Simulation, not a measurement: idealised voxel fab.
process module | voxel trench capacitor
cross-section cut | 165 nm wide | cells 5 nm
A cross-section is a grid of square cells, given in bands from the top down. A band is one or more rows of cells.
Each band's line starts with the height of the band's top and of its bottom, in nm. Then come its materials from left to right, each with its width in nm. One material with "throughout" fills the band from edge to edge. "air" is empty space.
Height 0 is the level under which the wafer as received is all one material. The lowest band goes on downwards, as in "0 down".
A width such as "30 to 40" changes by the same amount from each row of cells to the next, from the band's top row to its bottom row.
"no change" after a step means that no cell of the cross-section changed.
closed voids: empty space of 8 cells or more with no open way to the top, each as width x height at its distance from the left edge, in nm
after a step's settings: what the simulator itself notes on the step
overlay nm, on a step with a mask: how far to the right of its planned place the mask lay; to the left if negative
plan
1 op RECEIVE | material Si
2 op CONFORMAL_DEP | material SiN | thk nm 10
3 op DIRECTIONAL_DEP | material aC | thk nm 10
4 op PATTERN | tone open | mask id TRENCH | material resist | width nm 25 | pitch nm 50 | thk nm 30 | overlay nm 0
5 op DIRECTIONAL_ETCH | etch materials aC | depth nm 10
6 op STRIP | etch materials resist
7 op DIRECTIONAL_ETCH | etch materials SiN | depth nm 10
8 op DIRECTIONAL_ETCH | etch materials Si | depth nm 30
9 op STRIP | etch materials aC
10 op CONFORMAL_DEP | material HfO2 | thk nm 5
11 op CONFORMAL_DEP | material TiN | thk nm 5
12 op FILL_DEP | material W | thk nm 5
13 op CMP | height nm 10
as received, after step 1
  0 down: Si throughout
  closed voids: none
first wafer at the end, as planned
  10 to 0: SiN 45 | HfO2 5 | TiN 5 | W 5 | TiN 5 | HfO2 5 | SiN 25 | HfO2 5 | TiN 5 | W 5 | TiN 5 | HfO2 5 | SiN 45
  0 to -20: Si 45 | HfO2 5 | TiN 5 | W 5 | TiN 5 | HfO2 5 | Si 25 | HfO2 5 | TiN 5 | W 5 | TiN 5 | HfO2 5 | Si 45
  -20 to -25: Si 45 | HfO2 5 | TiN 15 | HfO2 5 | Si 25 | HfO2 5 | TiN 15 | HfO2 5 | Si 45
  -25 to -30: Si 45 | HfO2 25 | Si 25 | HfO2 25 | Si 45
  -30 down: Si throughout
  closed voids: none
second wafer at the end: like start, like plan, one mistake
  10 to 0: W 35 | TiN 5 | HfO2 5 | SiN 25 | HfO2 5 | TiN 5 | W 5 | TiN 5 | HfO2 5 | SiN 25 | HfO2 5 | TiN 5 | W 35
  0 to -20: W 35 | TiN 5 | HfO2 5 | Si 25 | HfO2 5 | TiN 5 | W 5 | TiN 5 | HfO2 5 | Si 25 | HfO2 5 | TiN 5 | W 35
  -20 to -25: TiN 40 | HfO2 5 | Si 25 | HfO2 5 | TiN 15 | HfO2 5 | Si 25 | HfO2 5 | TiN 40
  -25 to -30: HfO2 45 | Si 25 | HfO2 25 | Si 25 | HfO2 45
  -30 down: Si throughout
  closed voids: none
what went wrong: step 4 ran as: op PATTERN | tone cover | mask id TRENCH | material resist | width nm 25 | pitch nm 50 | thk nm 30 | overlay nm 0
at the end the second wafer has, in cells: 13 more of HfO2 | 78 fewer of Si | 26 fewer of SiN | 13 more of TiN | 78 more of W
